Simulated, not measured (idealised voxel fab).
The following is a process module called voxel tone inversion.
FYI the section here is cut, 170 nm wide, cells are 5 nm squares.
Format of a cross-section: grid, square cells. Given as bands. Order: top down. Band: one or more rows of cells.
Top, bottom (nm), then materials left to right with widths (nm); lone material tagged "all across" fills the whole band edge to edge; "empty" = empty space.
A quick word on heights: they are counted from 0, and under that level the wafer as it came to us is one material throughout. The lowest band is different from the rest in having no bottom; it simply continues downward, written as in "0 and below".
Width: "30 to 40" (first number = top row, second number = bottom row, same change from row to row of cells).
The cross-section has no changed cell in any step marked "changes: none".
Reported under the label "Enclosed void entries" are the empty spaces having no open way to the top and comprising 8 cells or more; the notation for each is width x height at distance, in which the distance is measured from the left edge and all three values are in nm.
Text after the settings on a step's line: the simulator's own remark on that step.
overlay nm: mask right of planned place by this much (step with mask). Neg. = left.

PROCESS STEPS - PLAN
- 1: op RECEIVE | material Si
- 2: op CONFORMAL_DEP | material SiN | thk nm 10
- 3: op DIRECTIONAL_DEP | material polySi | thk nm 20
- 4: op PATTERN | tone cover | mask id POSTS | material resist | width nm 15 | pitch nm 45 | thk nm 25 | overlay nm 0
- 5: op DIRECTIONAL_ETCH | etch materials polySi | depth nm 20
- 6: op STRIP | etch materials resist
- 7: op FILL_DEP | material lowk | thk nm 10
- 8: op CMP | height nm 30
- 9: op STRIP | etch materials polySi
- 10: op CONFORMAL_DEP | material TiN | thk nm 5
- 11: op FILL_DEP | material Cu | thk nm 10
- 12: op CMP | height nm 30
- 13: op CONFORMAL_DEP | material SiCN | thk nm 5

FIRST WAFER OUT OF TWO, PROCESSED AS PLANNED

CROSS-SECTION, INCOMING MATERIAL, AFTER STEP 1
> 0 and below | Si all across
> Enclosed void entries: none

AFTER STEP 2
> 10 down to 0 | SiN all across
> All layers under 0 are left as they were.

AFTER STEP 3
> 30 down to 10 | polySi all across
> All layers under 10 are left as they were.

AFTER STEP 4
> 55 down to 30 | empty 30 nm; resist 15 nm; empty 30 nm; resist 15 nm; empty 30 nm; resist 15 nm; empty 35 nm
> All layers under 30 are left as they were.

AFTER STEP 5
> 55 down to 30 | empty 30 nm; resist 15 nm; empty 30 nm; resist 15 nm; empty 30 nm; resist 15 nm; empty 35 nm
> 30 down to 10 | empty 30 nm; polySi 15 nm; empty 30 nm; polySi 15 nm; empty 30 nm; polySi 15 nm; empty 35 nm
> All layers under 10 are left as they were.

AFTER STEP 6
> 30 down to 10 | empty 30 nm; polySi 15 nm; empty 30 nm; polySi 15 nm; empty 30 nm; polySi 15 nm; empty 35 nm
> All layers under 10 are left as they were.

AFTER STEP 7
> 40 down to 30 | lowk all across
> 30 down to 10 | lowk 30 nm; polySi 15 nm; lowk 30 nm; polySi 15 nm; lowk 30 nm; polySi 15 nm; lowk 35 nm
> All layers under 10 are left as they were.

AFTER STEP 8
> 30 down to 10 | lowk 30 nm; polySi 15 nm; lowk 30 nm; polySi 15 nm; lowk 30 nm; polySi 15 nm; lowk 35 nm
> All layers under 10 are left as they were.

AFTER STEP 9
> 30 down to 10 | lowk 30 nm; empty 15 nm; lowk 30 nm; empty 15 nm; lowk 30 nm; empty 15 nm; lowk 35 nm
> All layers under 10 are left as they were.

AFTER STEP 10
> 35 down to 30 | TiN 35 nm; empty 5 nm; TiN 40 nm; empty 5 nm; TiN 40 nm; empty 5 nm; TiN 40 nm
> 30 down to 15 | lowk 30 nm; TiN 5 nm; empty 5 nm; TiN 5 nm; lowk 30 nm; TiN 5 nm; empty 5 nm; TiN 5 nm; lowk 30 nm; TiN 5 nm; empty 5 nm; TiN 5 nm; lowk 35 nm
> 15 down to 10 | lowk 30 nm; TiN 15 nm; lowk 30 nm; TiN 15 nm; lowk 30 nm; TiN 15 nm; lowk 35 nm
> All layers under 10 are left as they were.

AFTER STEP 11
> 45 down to 35 | Cu all across
> 35 down to 30 | TiN 35 nm; Cu 5 nm; TiN 40 nm; Cu 5 nm; TiN 40 nm; Cu 5 nm; TiN 40 nm
> 30 down to 15 | lowk 30 nm; TiN 5 nm; Cu 5 nm; TiN 5 nm; lowk 30 nm; TiN 5 nm; Cu 5 nm; TiN 5 nm; lowk 30 nm; TiN 5 nm; Cu 5 nm; TiN 5 nm; lowk 35 nm
> All layers under 15 are left as they were.

AFTER STEP 12
> 30 down to 15 | lowk 30 nm; TiN 5 nm; Cu 5 nm; TiN 5 nm; lowk 30 nm; TiN 5 nm; Cu 5 nm; TiN 5 nm; lowk 30 nm; TiN 5 nm; Cu 5 nm; TiN 5 nm; lowk 35 nm
> All layers under 15 are left as they were.

AFTER STEP 13
> 35 down to 30 | SiCN all across
> All layers under 30 are left as they were.

IT IS TO BE NOTED THAT THE SECOND WAFER PROCEEDED FROM THE SAME INITIAL STATE AND ACCORDING TO THE SAME PLAN AS THE FIRST, ALTHOUGH ONE MISTAKE WAS COMMITTED IN ITS EXECUTION; THROUGH STEP 3, INCLUSIVE, THE TWO WAFERS SHARE AN IDENTICAL HISTORY

SECOND WAFER AT THE PLANNED FINISH OF STEP 4, SEEN IN CROSS-SECTION
> 55 down to 30 | resist 30 nm; empty 15 nm; resist 30 nm; empty 15 nm; resist 30 nm; empty 15 nm; resist 35 nm
> All layers under 30 are left as they were.

SECOND WAFER AT THE PLANNED FINISH OF STEP 5, SEEN IN CROSS-SECTION
> 55 down to 30 | resist 30 nm; empty 15 nm; resist 30 nm; empty 15 nm; resist 30 nm; empty 15 nm; resist 35 nm
> 30 down to 10 | polySi 30 nm; empty 15 nm; polySi 30 nm; empty 15 nm; polySi 30 nm; empty 15 nm; polySi 35 nm
> All layers under 10 are left as they were.

SECOND WAFER AT THE PLANNED FINISH OF STEP 6, SEEN IN CROSS-SECTION
> 30 down to 10 | polySi 30 nm; empty 15 nm; polySi 30 nm; empty 15 nm; polySi 30 nm; empty 15 nm; polySi 35 nm
> All layers under 10 are left as they were.

SECOND WAFER AT THE PLANNED FINISH OF STEP 7, SEEN IN CROSS-SECTION
> 40 down to 30 | lowk all across
> 30 down to 10 | polySi 30 nm; lowk 15 nm; polySi 30 nm; lowk 15 nm; polySi 30 nm; lowk 15 nm; polySi 35 nm
> All layers under 10 are left as they were.

SECOND WAFER AT THE PLANNED FINISH OF STEP 8, SEEN IN CROSS-SECTION
> 30 down to 10 | polySi 30 nm; lowk 15 nm; polySi 30 nm; lowk 15 nm; polySi 30 nm; lowk 15 nm; polySi 35 nm
> All layers under 10 are left as they were.

SECOND WAFER AT THE PLANNED FINISH OF STEP 9, SEEN IN CROSS-SECTION
> 30 down to 10 | empty 30 nm; lowk 15 nm; empty 30 nm; lowk 15 nm; empty 30 nm; lowk 15 nm; empty 35 nm
> All layers under 10 are left as they were.

SECOND WAFER AT THE PLANNED FINISH OF STEP 10, SEEN IN CROSS-SECTION
> 35 down to 30 | empty 25 nm; TiN 25 nm; empty 20 nm; TiN 25 nm; empty 20 nm; TiN 25 nm; empty 30 nm
> 30 down to 15 | empty 25 nm; TiN 5 nm; lowk 15 nm; TiN 5 nm; empty 20 nm; TiN 5 nm; lowk 15 nm; TiN 5 nm; empty 20 nm; TiN 5 nm; lowk 15 nm; TiN 5 nm; empty 30 nm
> 15 down to 10 | TiN 30 nm; lowk 15 nm; TiN 30 nm; lowk 15 nm; TiN 30 nm; lowk 15 nm; TiN 35 nm
> All layers under 10 are left as they were.

SECOND WAFER AT THE PLANNED FINISH OF STEP 11, SEEN IN CROSS-SECTION
> 45 down to 35 | Cu all across
> 35 down to 30 | Cu 25 nm; TiN 25 nm; Cu 20 nm; TiN 25 nm; Cu 20 nm; TiN 25 nm; Cu 30 nm
> 30 down to 15 | Cu 25 nm; TiN 5 nm; lowk 15 nm; TiN 5 nm; Cu 20 nm; TiN 5 nm; lowk 15 nm; TiN 5 nm; Cu 20 nm; TiN 5 nm; lowk 15 nm; TiN 5 nm; Cu 30 nm
> All layers under 15 are left as they were.

SECOND WAFER AT THE PLANNED FINISH OF STEP 12, SEEN IN CROSS-SECTION
> 30 down to 15 | Cu 25 nm; TiN 5 nm; lowk 15 nm; TiN 5 nm; Cu 20 nm; TiN 5 nm; lowk 15 nm; TiN 5 nm; Cu 20 nm; TiN 5 nm; lowk 15 nm; TiN 5 nm; Cu 30 nm
> All layers under 15 are left as they were.

SECOND WAFER AT THE PLANNED FINISH OF STEP 13, SEEN IN CROSS-SECTION
> 35 down to 30 | SiCN all across
> All layers under 30 are left as they were.
Run error: step 4 was not run as planned; what actually ran was op PATTERN | tone open | mask id POSTS | material resist | width nm 15 | pitch nm 45 | thk nm 25 | overlay nm 0
The second wafer ends with more or fewer cells of some materials than the first, per final count: 48 more of Cu, 16 more of TiN, 64 fewer of lowk
